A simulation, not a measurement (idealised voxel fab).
The following is a process module called voxel ribs on slabs.
Cross-section cut spans 270 nm and uses square cells 5 nm in size.
Square cells in a grid make up a cross-section in this document, and the grid is given as bands, listed from the top down, each one or more rows of cells.
It is stipulated that each band's entry specify, in nanometres, the height of the top of the band and then that of its bottom, followed by the materials of the band in left-to-right sequence, each together with its width in nanometres. A single material marked by the word "edge to edge" is understood to fill the band from edge to edge; the word "empty" is understood to denote empty space.
Basically, 0 is our baseline, since under it the wafer straight out of the box is all one material. The bottom band has no lower end and keeps on going down, so it looks like "0 -> down".
The notation "30 to 40" denotes a width that varies across the rows of cells in the band, beginning at the first number in the top row, finishing at the second number in the bottom row, and changing by an identical amount from each row to the next.
"nothing changed" -> step changed no cross-section cell.
The entry titled "Closed internal cavities" provides the empty spaces that have no open way to the top, restricted to those of 8 cells or more. Each is presented as width x height at distance, the distance being measured from the left edge, with all three in nm.
What comes after the settings on a step's line is commentary from the simulator itself on that step.
The line of a step may include "overlay nm". On a step with a mask, this value is how far to the right of its planned place the mask lay. A negative value means the mask lay to the left.
LIST OF PLANNED PROCESS STEPS
| 1 | op RECEIVE | material Si |
| 2 | op DIRECTIONAL_DEP | material SiO2 | thk nm 30 |
| 3 | op DIRECTIONAL_DEP | material polySi | thk nm 15 |
| 4 | op MASKED_ETCH | tone cover | mask id RIB | width nm 30 | etch materials polySi | depth nm 10 | overlay nm 0 |
| 5 | op MASKED_ETCH | tone cover | mask id SLAB | width nm 60 | etch materials polySi | depth nm 5 | overlay nm 0 |
| 6 | op FILL_DEP | material SiO2 | thk nm 25 |
| 7 | op CMP | height nm 60 |
| 8 | op DIRECTIONAL_DEP | material W | thk nm 10 |
| 9 | op PATTERN | tone cover | mask id HEATER | material resist | width nm 40 | thk nm 20 | overlay nm 0 |
| 10 | op DIRECTIONAL_ETCH | etch materials W | depth nm 10 |
| 11 | op STRIP | etch materials resist |
| 12 | op CONFORMAL_DEP | material SiN | thk nm 5 |
BELOW: THE FIRST OF TWO WAFERS, RUN AS PLANNED
CROSS-SECTIONAL VIEW OF THE WAFER IN ITS AS-RECEIVED CONDITION, CORRESPONDING TO THE STATE AFTER STEP 1
* 0 -> down  Si edge to edge
* Closed internal cavities: none
CROSS-SECTIONAL REPRESENTATION OF THE WAFER AT THE CONCLUSION OF STEP 2
* 30 -> 0  SiO2 edge to edge
* Everything under 0 stays put, no change at all.
CROSS-SECTIONAL REPRESENTATION OF THE WAFER AT THE CONCLUSION OF STEP 3
* 45 -> 30  polySi edge to edge
* Everything under 30 stays put, no change at all.
CROSS-SECTIONAL REPRESENTATION OF THE WAFER AT THE CONCLUSION OF STEP 4
* 45 -> 35  empty=120  polySi=30  empty=120
* Everything under 35 stays put, no change at all.
CROSS-SECTIONAL REPRESENTATION OF THE WAFER AT THE CONCLUSION OF STEP 5
* 45 -> 35  empty=120  polySi=30  empty=120
* 35 -> 30  empty=105  polySi=60  empty=105
* Everything under 30 stays put, no change at all.
CROSS-SECTIONAL REPRESENTATION OF THE WAFER AT THE CONCLUSION OF STEP 6
* 70 -> 45  SiO2 edge to edge
* 45 -> 35  SiO2=120  polySi=30  SiO2=120
* 35 -> 30  SiO2=105  polySi=60  SiO2=105
* Everything under 30 stays put, no change at all.
CROSS-SECTIONAL REPRESENTATION OF THE WAFER AT THE CONCLUSION OF STEP 7
* 60 -> 45  SiO2 edge to edge
* Everything under 45 stays put, no change at all.
CROSS-SECTIONAL REPRESENTATION OF THE WAFER AT THE CONCLUSION OF STEP 8
* 70 -> 60  W edge to edge
* Everything under 60 stays put, no change at all.
CROSS-SECTIONAL REPRESENTATION OF THE WAFER AT THE CONCLUSION OF STEP 9
* 90 -> 70  empty=115  resist=40  empty=115
* Everything under 70 stays put, no change at all.
CROSS-SECTIONAL REPRESENTATION OF THE WAFER AT THE CONCLUSION OF STEP 10
* 90 -> 70  empty=115  resist=40  empty=115
* 70 -> 60  empty=115  W=40  empty=115
* Everything under 60 stays put, no change at all.
CROSS-SECTIONAL REPRESENTATION OF THE WAFER AT THE CONCLUSION OF STEP 11
* 70 -> 60  empty=115  W=40  empty=115
* Everything under 60 stays put, no change at all.
CROSS-SECTIONAL REPRESENTATION OF THE WAFER AT THE CONCLUSION OF STEP 12
* 75 -> 70  empty=110  SiN=50  empty=110
* 70 -> 65  empty=110  SiN=5  W=40  SiN=5  empty=110
* 65 -> 60  SiN=115  W=40  SiN=115
* Everything under 60 stays put, no change at all.
SECOND WAFER: LIKE START, LIKE PLAN, ONE MISTAKE. THROUGH STEP 2 IT MATCHES THE FIRST WAFER
SECOND WAFER, SECTIONED VIEW, AT STEP 3'S PLANNED END TIME
* 60 -> 30  polySi edge to edge
* Everything under 30 stays put, no change at all.
SECOND WAFER, SECTIONED VIEW, AT STEP 4'S PLANNED END TIME
* 60 -> 50  empty=120  polySi=30  empty=120
* Everything under 50 stays put, no change at all.
SECOND WAFER, SECTIONED VIEW, AT STEP 5'S PLANNED END TIME
* 60 -> 50  empty=120  polySi=30  empty=120
* 50 -> 45  empty=105  polySi=60  empty=105
* Everything under 45 stays put, no change at all.
SECOND WAFER, SECTIONED VIEW, AT STEP 6'S PLANNED END TIME
* 85 -> 60  SiO2 edge to edge
* 60 -> 50  SiO2=120  polySi=30  SiO2=120
* 50 -> 45  SiO2=105  polySi=60  SiO2=105
* Everything under 45 stays put, no change at all.
SECOND WAFER, SECTIONED VIEW, AT STEP 7'S PLANNED END TIME
* 60 -> 50  SiO2=120  polySi=30  SiO2=120
* Everything under 50 stays put, no change at all.
SECOND WAFER, SECTIONED VIEW, AT STEP 8'S PLANNED END TIME
* 70 -> 60  W edge to edge
* Everything under 60 stays put, no change at all.
SECOND WAFER, SECTIONED VIEW, AT STEP 9'S PLANNED END TIME
* 90 -> 70  empty=115  resist=40  empty=115
* Everything under 70 stays put, no change at all.
SECOND WAFER, SECTIONED VIEW, AT STEP 10'S PLANNED END TIME
* 90 -> 70  empty=115  resist=40  empty=115
* 70 -> 60  empty=115  W=40  empty=115
* Everything under 60 stays put, no change at all.
SECOND WAFER, SECTIONED VIEW, AT STEP 11'S PLANNED END TIME
* 70 -> 60  empty=115  W=40  empty=115
* Everything under 60 stays put, no change at all.
SECOND WAFER, SECTIONED VIEW, AT STEP 12'S PLANNED END TIME
* 75 -> 70  empty=110  SiN=50  empty=110
* 70 -> 65  empty=110  SiN=5  W=40  SiN=5  empty=110
* 65 -> 60  SiN=115  W=40  SiN=115
* Everything under 60 stays put, no change at all.
In executing the process, a mistake was made relative to the plan: the plan's step 3 ran twice
Cell-count delta at end, second wafer over first, by material: 162 fewer of SiO2; 162 more of polySi
